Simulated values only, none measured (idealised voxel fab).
Process module name: voxel released beams
FYI the section here is cut, 250 nm wide, cells are 5 nm squares.
When this document writes out a cross-section, it uses a grid of square cells and lists it as bands, beginning at the top and moving down, with a band standing for one or more rows of cells.
Top, bottom (nm), then materials left to right with widths (nm); lone material tagged "full width" fills the whole band edge to edge; "blank" = empty space.
Counting heights begins at 0, where everything beneath is, in the wafer as received, one material. The lowest band has no bottom; it goes on downwards, as "from 0 down" shows.
Top row gets the first number, bottom row gets the second, and each row in between changes by the same step: that is how a band width like "30..40" works.
You'll sometimes find "everything unchanged" written for a step, and that's the way of saying that nowhere in the cross-section did a cell change during that step.
Each empty space that has no open way to the top and spans at least 8 cells appears under "Sealed void listing" as width x height at distance, the distance counted from the left edge, all in nm.
Text after the settings on a step's line: the simulator's own remark on that step.
overlay nm, on a step with a mask: how far to the right of its planned place the mask lay; to the left if negative
-- This section lists the process steps that were planned
1) RECEIVE | material Si
2) CONFORMAL_DEP | material Al2O3 | thk nm 10
3) DIRECTIONAL_DEP | material SiO2 | thk nm 15
4) MASKED_ETCH | tone open | mask id ANCHOR | width nm 25 | etch materials SiO2 | depth nm 15 | overlay nm 0
5) CONFORMAL_DEP | material W | thk nm 10
6) DIRECTIONAL_DEP | material aC | thk nm 15
7) PATTERN | tone cover | mask id BEAM | material resist | width nm 110 | thk nm 30 | overlay nm 0
8) DIRECTIONAL_ETCH | etch materials aC | depth nm 15
9) STRIP | etch materials resist
10) DIRECTIONAL_ETCH | etch materials W | depth nm 10
11) STRIP | etch materials aC
12) STRIP | etch materials SiO2
-- Received-state cross-section, reflecting completion of step 1
> from 0 down  Si full width
> Sealed void listing: none
-- Cross-sectional view of the first of the two wafers upon completion of the module, processed in accordance with the plan
> from 35 to 25  65 nm blank  15 nm W  5 nm blank  90 nm W  75 nm blank
> from 25 to 20  70 nm blank  10 nm W  5 nm blank  10 nm W  155 nm blank
> from 20 to 10  70 nm blank  25 nm W  155 nm blank
> from 10 to 0  Al2O3 full width
> from 0 down  Si full width
> Sealed void listing: none
-- Here's the second of our two wafers sectioned at module end. Same start as the first, same plan, but one mistake got made running it
> from 20 to 10  65 nm blank  110 nm W  75 nm blank
> from 10 to 0  Al2O3 full width
> from 0 down  Si full width
> Sealed void listing: none
Against the plan, the run slipped here: step 3 of the plan did not run at all; it was left out
End check, counted in cells, second wafer has more or fewer of these materials than the first: 12 fewer of W
